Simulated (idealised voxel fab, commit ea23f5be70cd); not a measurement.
The following process module bears the name voxel transistor to metal.
It is cross-section cut that appears here, measuring 150 nm in width, its square cells being 5 nm in size.
Cross-section layout: square cells on a grid; listed as bands, top to bottom; a band spans one or more cell rows. This entry defines a band. It first specifies the height of the band's top and the height of its bottom in nm, and then specifies the band's materials from left to right, stating each material with its width in nm. The word "edge to edge" identifies a single material that fills the band from edge to edge, while the word "empty" identifies empty space. Convention: height 0 is the level below which the wafer, as received, is all one material. The lowest band does not terminate at the bottom but continues downward, represented as "top 0, no bottom". A two-number width, for instance "30 to 40", indicates that the width is equal to the first number in the top row of the band and to the second number in the bottom row, and that it changes by a constant amount per row of cells. What does "no modifications" mean for a step? It means no cell of the cross-section changed in that step. "Closed void table" contains a list of empty spaces, each no smaller than 8 cells and without an open way to the top, written in the form width x height at distance with the distance from the left edge and all three in nm. Step line, after settings: the simulator's comment on this step. Regarding "overlay nm": on a step with a mask, it is the distance the mask lay to the right of its planned place; a negative value places it to the left.
THESE ARE THE STEPS WE PLANNED FOR THE PROCESS
1. RECEIVE, material Si
2. OXIDIZE, depth nm 5
3. CONFORMAL_DEP, material SiN, thk nm 15
4. DIRECTIONAL_DEP, material aC, thk nm 15
5. PATTERN, tone cover, mask id ACTIVE, material resist, width nm 95, thk nm 30, overlay nm 0
6. DIRECTIONAL_ETCH, etch materials aC, depth nm 15
7. STRIP, etch materials resist
8. DIRECTIONAL_ETCH, etch materials SiN, depth nm 15
9. DIRECTIONAL_ETCH, etch materials SiO2, depth nm 5
10. DIRECTIONAL_ETCH, etch materials Si, depth nm 35
11. STRIP, etch materials aC
12. OXIDIZE, depth nm 5
13. FILL_DEP, material SiO2, thk nm 5
14. CMP, height nm 15
15. SELECTIVE_ETCH, etch materials SiO2, depth nm 5
16. STRIP, etch materials SiN
17. SELECTIVE_ETCH, etch materials SiO2, depth nm 5
18. OXIDIZE, depth nm 5
19. DIRECTIONAL_DEP, material polySi, thk nm 25
20. DIRECTIONAL_DEP, material SiCN, thk nm 15
21. DIRECTIONAL_DEP, material aC, thk nm 10
22. PATTERN, tone cover, mask id GATE, material resist, width nm 15, thk nm 30, overlay nm 0
23. DIRECTIONAL_ETCH, etch materials aC, depth nm 10
24. STRIP, etch materials resist
25. DIRECTIONAL_ETCH, etch materials SiCN, depth nm 25
26. DIRECTIONAL_ETCH, etch materials polySi, depth nm 35
27. STRIP, etch materials aC
28. CONFORMAL_DEP, material SiO2, thk nm 5
29. DIRECTIONAL_ETCH, etch materials SiO2, depth nm 5
30. CONFORMAL_DEP, material SiN, thk nm 10
31. DIRECTIONAL_ETCH, etch materials SiN, depth nm 10
32. DIRECTIONAL_ETCH, etch materials SiO2, depth nm 5
33. EPI, material SiGe, thk nm 5
34. FILL_DEP, material SiO2, thk nm 10
35. CMP, height nm 35
36. DIRECTIONAL_DEP, material SiO2, thk nm 15
37. MASKED_ETCH, tone open, mask id CONTACT, width nm 30, pitch nm 55, etch materials SiO2, depth nm 55, overlay nm 0
38. CONFORMAL_DEP, material TiN, thk nm 5
39. FILL_DEP, material W, thk nm 5
40. CMP, height nm 50
41. CONFORMAL_DEP, material SiN, thk nm 5
42. DIRECTIONAL_DEP, material lowk, thk nm 15
43. MASKED_ETCH, tone open, mask id METAL_1, width nm 15, pitch nm 70, etch materials lowk, depth nm 15, overlay nm 0
44. MASKED_ETCH, tone open, mask id METAL_1, width nm 15, pitch nm 70, etch materials SiN, depth nm 5, overlay nm 0
45. CONFORMAL_DEP, material TiN, thk nm 5
46. FILL_DEP, material Cu, thk nm 5
47. CMP, height nm 70
48. CONFORMAL_DEP, material SiCN, thk nm 5
WAFER AT RECEIPT (POST STEP 1), CROSS-SECTION
    top 0, no bottom  Si edge to edge
    Closed void table: none
CROSS-SECTIONAL IMAGE OF THE FIRST OF TWO WAFERS AT THE END OF THE MODULE, THE RUN HAVING PROCEEDED AS PLANNED
    top 75, bottom 70  SiCN edge to edge
    top 70, bottom 55  lowk: 30, TiN: 5, Cu: 5, TiN: 5, lowk: 55, TiN: 5, Cu: 5, TiN: 5, lowk: 35
    top 55, bottom 50  SiN: 30, TiN: 15, SiN: 55, TiN: 15, SiN: 35
    top 50, bottom 40  SiO2: 30, TiN: 5, W: 20, TiN: 5, SiO2: 25, TiN: 5, W: 20, TiN: 5, SiO2: 35
    top 40, bottom 35  SiO2: 30, TiN: 5, W: 10, TiN: 15, SiO2: 25, TiN: 15, W: 10, TiN: 5, SiO2: 35
    top 35, bottom 20  SiO2: 30, TiN: 5, W: 10, TiN: 5, SiN: 10, SiO2: 5, SiCN: 15, SiO2: 5, SiN: 10, TiN: 5, W: 10, TiN: 5, SiO2: 35
    top 20, bottom 10  SiO2: 30, TiN: 5, W: 10, TiN: 5, SiN: 10, SiO2: 5, polySi: 15, SiO2: 5, SiN: 10, TiN: 5, W: 10, TiN: 5, SiO2: 35
    top 10, bottom 5  SiO2: 30, TiN: 10, W: 5, TiN: 5, SiN: 10, SiO2: 5, polySi: 15, SiO2: 5, SiN: 10, TiN: 5, W: 5, TiN: 10, SiO2: 35
    top 5, bottom 0  SiO2: 25, SiN: 10, TiN: 5, W: 5, TiN: 5, SiN: 10, SiO2: 5, polySi: 15, SiO2: 5, SiN: 10, TiN: 5, W: 5, TiN: 5, SiN: 10, SiO2: 30
    top 0, bottom -5  SiO2: 25, SiN: 10, TiN: 15, SiN: 10, SiO2: 5, polySi: 15, SiO2: 5, SiN: 10, TiN: 15, SiN: 10, SiO2: 30
    top -5, bottom -10  SiO2: 35, SiGe: 15, SiO2: 45, SiGe: 15, SiO2: 40
    top -10, bottom -45  SiO2: 30, Si: 85, SiO2: 35
    top -45, no bottom  Si edge to edge
    Closed void table: none
NOW THE SECOND WAFER, CROSS-SECTIONED AT THE END OF THE MODULE. NOTHING DIFFERENT AT THE START, NOTHING DIFFERENT IN THE PLAN COMPARED WITH THE FIRST, JUST ONE MISTAKE WHEN IT WAS ACTUALLY RUN
    top 75, bottom 70  SiCN edge to edge
    top 70, bottom 55  lowk: 30, TiN: 5, Cu: 5, TiN: 5, lowk: 55, TiN: 5, Cu: 5, TiN: 5, lowk: 35
    top 55, bottom 50  SiN: 30, TiN: 15, SiN: 55, TiN: 15, SiN: 35
    top 50, bottom 40  SiO2: 30, TiN: 5, W: 20, TiN: 5, SiO2: 25, TiN: 5, W: 20, TiN: 5, SiO2: 35
    top 40, bottom 35  SiO2: 30, TiN: 5, W: 10, TiN: 15, SiO2: 25, TiN: 15, W: 10, TiN: 5, SiO2: 35
    top 35, bottom 20  SiO2: 30, TiN: 5, W: 10, TiN: 5, SiN: 10, SiO2: 5, polySi: 15, SiO2: 5, SiN: 10, TiN: 5, W: 10, TiN: 5, SiO2: 35
    top 20, bottom 15  SiO2: 30, TiN: 20, SiN: 10, SiO2: 5, polySi: 15, SiO2: 5, SiN: 10, TiN: 20, SiO2: 35
    top 15, bottom 0  lowk edge to edge
    top 0, bottom -5  SiO2 edge to edge
    top -5, no bottom  Si edge to edge
    Closed void table: none
In executing the process, a mistake was made relative to the plan: not per plan at step 3, really ran CONFORMAL_DEP, material lowk, thk nm 15
Cell-count delta at end, second wafer over first, by material: 121 more of Si, 9 fewer of SiCN, 6 fewer of SiGe, 24 fewer of SiN, 141 fewer of SiO2, 16 fewer of TiN, 12 fewer of W, 90 more of lowk, 3 fewer of polySi
